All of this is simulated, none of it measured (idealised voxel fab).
Proc. module: voxel local oxidation
Each square cell in cross-section cut measures 5 nm, and the section as a whole is 245 nm wide.
Reading order for cross-sections: top band down to bottom band. Underlying form: a grid of square cells. Band size: one or more rows of cells.
First you get the band's top height and its bottom height, in nm, and then the materials it's made of, left to right, with each width in nm. If you see a single material with "edge to edge", that one covers the band edge to edge. "air" is empty space.
All heights in this document are referenced to 0, defined as the level beneath which the wafer, as received, consists entirely of one material. The lowest band is not bounded below; it extends indefinitely downward and is written in the form "0 -> down".
The width entry "30..40" should be interpreted row by row: the top row of cells in the band takes the first number, the bottom row takes the second number, and the change between adjacent rows is uniform throughout.
You'll sometimes find "nothing altered" written for a step, and that's the way of saying that nowhere in the cross-section did a cell change during that step.
Look at "Catalogued sealed voids" for the closed voids: empty spaces with no open path to the top, sized 8 cells or up. Each is width x height at distance, distance from the left edge, all nm.
Text after the settings on a step's line: the simulator's own remark on that step.
"overlay nm", when on a step's line for a step with a mask, measures how far to the right of its planned place the mask lay; a negative measure means to the left.
THE STEPS PLANNED FOR THE PROCESS ARE AS FOLLOWS
| 1 | RECEIVE,material Si |
| 2 | OXIDIZE,depth nm 5 |
| 3 | CONFORMAL_DEP,material SiN,thk nm 15 |
| 4 | MASKED_ETCH,tone cover,mask id ACTIVE,width nm 125,etch materials SiN,depth nm 15,overlay nm 0 |
| 5 | SELECTIVE_ETCH,etch materials SiO2,depth nm 5 |
| 6 | OXIDIZE,depth nm 10 |
| 7 | STRIP,etch materials SiN |
HERE'S WHAT THE WAFER LOOKED LIKE IN CROSS-SECTION WHEN IT ARRIVED - THAT'S AFTER STEP 1
- 0 -> down: Si edge to edge
- Catalogued sealed voids: none
THE PLAN ABOVE WAS CARRIED OUT ON THE STARTING STRUCTURE ABOVE WITH ONE MISTAKE, AND THIS CROSS-SECTION SHOWS THE WAFER AT THE END OF THE MODULE
- 0 -> -5: air 65, SiO2 115, air 65
- -5 -> -20: SiO2 80, Si 85, SiO2 80
- -20 -> down: Si edge to edge
- Catalogued sealed voids: none
In executing the process, a mistake was made relative to the plan: rather than as planned, step 6 actually ran as OXIDIZE,depth nm 15
